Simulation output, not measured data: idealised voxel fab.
Module name: voxel plated lines (process module)
The cross-section shown here is cut; it is 245 nm wide and divided into square cells measuring 5 nm on a side.
In what follows, cross-sections appear as grids of square cells, described through bands that run from the top down, where every band is one or more rows of cells.
This entry defines a band. It first specifies the height of the band's top and the height of its bottom in nm, and then specifies the band's materials from left to right, stating each material with its width in nm. The word "everywhere" identifies a single material that fills the band from edge to edge, while the word "blank" identifies empty space.
Zero point of the height axis is 0; under it, received wafer = one material. Lowest band: continues down indefinitely, "0 -> down".
The two numbers in a width such as "30 to 40" mark its ends across the band: the first belongs to the top row of cells, the second to the bottom row, and from each row to the next the width moves by the same amount.
It should be understood that the words "remains unaltered", when stated for a given step, signify that the cross-section underwent no change in any of its cells during that step.
You'll see "Closed internal voids" listing empty spaces that have no way open to the top, as long as they're 8 cells or more; the notation is width x height at distance, where the distance is from the left edge, and all of it is in nm.
Read whatever lies past the settings on a step's line as the simulator's own remark about the step.
If you see "overlay nm" on a step's line and that step has a mask, it's telling you how far right of where it was planned the mask ended up; a negative number means it went left instead.
## Steps planned for the process
step 1: RECEIVE [material Si]
step 2: CONFORMAL_DEP [material SiO2] [thk nm 10]
step 3: DIRECTIONAL_DEP [material TiN] [thk nm 5]
step 4: PATTERN [tone open] [mask id LINES] [material resist] [width nm 25] [pitch nm 55] [thk nm 15] [overlay nm 0]
step 5: EPI [material Ru] [thk nm 10]
step 6: STRIP [etch materials resist]
step 7: DIRECTIONAL_ETCH [etch materials TiN] [depth nm 5]
step 8: CONFORMAL_DEP [material SiCN] [thk nm 10]
## Wafer as received: cross-section following step 1
- 0 -> down = Si everywhere
- Closed internal voids: none
## Looking at the first of two wafers in cross-section at end of module - ran to plan
- 35 -> 25 = blank 70 nm / SiCN 45 nm / blank 10 nm / SiCN 45 nm / blank 75 nm
- 25 -> 20 = blank 70 nm / SiCN 10 nm / Ru 25 nm / SiCN 10 nm / blank 10 nm / SiCN 10 nm / Ru 25 nm / SiCN 10 nm / blank 75 nm
- 20 -> 15 = SiCN 80 nm / Ru 25 nm / SiCN 30 nm / Ru 25 nm / SiCN 85 nm
- 15 -> 10 = SiCN 80 nm / TiN 25 nm / SiCN 30 nm / TiN 25 nm / SiCN 85 nm
- 10 -> 0 = SiO2 everywhere
- 0 -> down = Si everywhere
- Closed internal voids: none
## End-of-module cross-section of the second wafer: identical starting point and process plan to the first, with one processing mistake
- 35 -> 25 = SiCN 90 nm / blank 5 nm / SiCN 50 nm / blank 5 nm / SiCN 95 nm
- 25 -> 20 = Ru 80 nm / SiCN 10 nm / blank 5 nm / SiCN 10 nm / Ru 30 nm / SiCN 10 nm / blank 5 nm / SiCN 10 nm / Ru 85 nm
- 20 -> 15 = Ru 80 nm / SiCN 25 nm / Ru 30 nm / SiCN 25 nm / Ru 85 nm
- 15 -> 10 = TiN 80 nm / SiCN 25 nm / TiN 30 nm / SiCN 25 nm / TiN 85 nm
- 10 -> 0 = SiO2 everywhere
- 0 -> down = Si everywhere
- Closed internal voids: none
Heads up, the wafer didn't run the way we planned it: the process deviated at step 4: the operation and settings actually run there were PATTERN [tone cover] [mask id LINES] [material resist] [width nm 25] [pitch nm 55] [thk nm 15] [overlay nm 0]
Final comparison by cell count, materials where the second wafer has more or fewer than the first: Ru: 58 more; TiN: 29 more
